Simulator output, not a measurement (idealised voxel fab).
Documented hereafter: the process module known as voxel wiring stack.
cross-section cut | 270 nm wide | cells 5 nm
Cross-section spec: square-cell grid; bands listed top down; each band is one or more rows.
Quick guide to a band line: top height, bottom height (nm) up front; then every material left to right with its width in nm. Only one material and it's marked "edge to edge"? Then it fills the band edge to edge. And "blank" just means empty space.
Heights are expressed relative to 0, this being the level below which the as-received wafer comprises one material exclusively. The lowest band is unbounded in the downward direction and is denoted as in "0 down".
The notation "30..40" denotes a width that varies across the rows of cells in the band, beginning at the first number in the top row, finishing at the second number in the bottom row, and changing by an identical amount from each row to the next.
"nothing altered" -> step changed no cross-section cell.
Closed-off voids of 8+ cells (no open route to the top) go in "Closed cavities", written width x height at distance from the left edge, in nm.
Post-settings text on a step line: simulator's own remark regarding the step.
For masked steps, "overlay nm" on the step line gives how far right of plan the mask actually lay; a minus sign means it lay to the left.

### The following list gives the planned process steps
1: RECEIVE [material Si]
2: CONFORMAL_DEP [material SiO2] [thk nm 15]
3: CONFORMAL_DEP [material SiCN] [thk nm 5]
4: DIRECTIONAL_DEP [material SiO2] [thk nm 15]
5: PATTERN [tone open] [mask id METAL_1] [material resist] [width nm 20] [pitch nm 45] [thk nm 15] [overlay nm 0]
6: DIRECTIONAL_ETCH [etch materials SiO2] [depth nm 15]
7: DIRECTIONAL_ETCH [etch materials SiCN] [depth nm 5]
8: STRIP [etch materials resist]
9: CONFORMAL_DEP [material TiN] [thk nm 5]
10: FILL_DEP [material Cu] [thk nm 10]
11: CMP [height nm 35]
12: CONFORMAL_DEP [material SiCN] [thk nm 5]
13: DIRECTIONAL_DEP [material SiO2] [thk nm 35]
14: PATTERN [tone open] [mask id METAL_2_HOLES] [material resist] [width nm 15] [pitch nm 90] [thk nm 15] [overlay nm 0]
15: DIRECTIONAL_ETCH [etch materials SiO2] [depth nm 35]
16: STRIP [etch materials resist]
17: PATTERN [tone open] [mask id METAL_2] [material resist] [width nm 20] [pitch nm 45] [thk nm 15] [overlay nm 0]
18: DIRECTIONAL_ETCH [etch materials SiO2] [depth nm 20]
19: DIRECTIONAL_ETCH [etch materials SiCN] [depth nm 5]
20: STRIP [etch materials resist]
21: CONFORMAL_DEP [material TiN] [thk nm 5]
22: FILL_DEP [material Cu] [thk nm 5]
23: CMP [height nm 75]
24: CONFORMAL_DEP [material SiCN] [thk nm 5]

### This is the cross-section of the wafer as we received it, i.e. after step 1
    0 down | Si edge to edge
    Closed cavities: none

### First of two wafers at the end of the module, shown in cross-section; run carried out as planned
    80 to 75 | SiCN edge to edge
    75 to 60 | SiO2 80 nm / TiN 5 nm / Cu 10 nm / TiN 5 nm / SiO2 25 nm / TiN 5 nm / Cu 10 nm / TiN 5 nm / SiO2 25 nm / TiN 5 nm / Cu 10 nm / TiN 5 nm / SiO2 80 nm
    60 to 55 | SiO2 80 nm / TiN 5 nm / Cu 5 nm / TiN 10 nm / SiO2 25 nm / TiN 20 nm / SiO2 25 nm / TiN 5 nm / Cu 5 nm / TiN 10 nm / SiO2 80 nm
    55 to 40 | SiO2 80 nm / TiN 5 nm / Cu 5 nm / TiN 5 nm / SiO2 75 nm / TiN 5 nm / Cu 5 nm / TiN 5 nm / SiO2 85 nm
    40 to 35 | SiCN 80 nm / TiN 15 nm / SiCN 75 nm / TiN 15 nm / SiCN 85 nm
    35 to 20 | SiO2 80 nm / TiN 5 nm / Cu 10 nm / TiN 5 nm / SiO2 25 nm / TiN 5 nm / Cu 10 nm / TiN 5 nm / SiO2 25 nm / TiN 5 nm / Cu 10 nm / TiN 5 nm / SiO2 80 nm
    20 to 15 | SiCN 80 nm / TiN 20 nm / SiCN 25 nm / TiN 20 nm / SiCN 25 nm / TiN 20 nm / SiCN 80 nm
    15 to 0 | SiO2 edge to edge
    0 down | Si edge to edge
    Closed cavities: none

### Cross-section of the latter of the two wafers at module completion. It had an identical start and an identical plan to the former; in running it, one mistake was made
    80 to 75 | SiCN edge to edge
    75 to 60 | SiO2 80 nm / TiN 5 nm / Cu 10 nm / TiN 5 nm / SiO2 25 nm / TiN 5 nm / Cu 10 nm / TiN 5 nm / SiO2 25 nm / TiN 5 nm / Cu 10 nm / TiN 5 nm / SiO2 80 nm
    60 to 55 | SiO2 80 nm / TiN 5 nm / Cu 5 nm / TiN 10 nm / SiO2 25 nm / TiN 20 nm / SiO2 25 nm / TiN 5 nm / Cu 5 nm / TiN 10 nm / SiO2 80 nm
    55 to 40 | SiO2 80 nm / TiN 5 nm / Cu 5 nm / TiN 5 nm / SiO2 75 nm / TiN 5 nm / Cu 5 nm / TiN 5 nm / SiO2 85 nm
    40 to 35 | SiCN 80 nm / TiN 15 nm / SiCN 75 nm / TiN 15 nm / SiCN 85 nm
    35 to 30 | Cu edge to edge
    30 to 25 | TiN 85 nm / Cu 10 nm / TiN 35 nm / Cu 10 nm / TiN 35 nm / Cu 10 nm / TiN 85 nm
    25 to 20 | SiO2 80 nm / TiN 5 nm / Cu 10 nm / TiN 5 nm / SiO2 25 nm / TiN 5 nm / Cu 10 nm / TiN 5 nm / SiO2 25 nm / TiN 5 nm / Cu 10 nm / TiN 5 nm / SiO2 80 nm
    20 to 15 | SiCN 80 nm / TiN 20 nm / SiCN 25 nm / TiN 20 nm / SiCN 25 nm / TiN 20 nm / SiCN 80 nm
    15 to 0 | SiO2 edge to edge
    0 down | Si edge to edge
    Closed cavities: none
In executing the process, a mistake was made relative to the plan: step 4 ran as: DIRECTIONAL_DEP [material SiO2] [thk nm 5]
The closing comparison, in cells, has the second wafer with more or fewer of some materials than the first: 48 more of Cu; 84 fewer of SiO2; 36 more of TiN
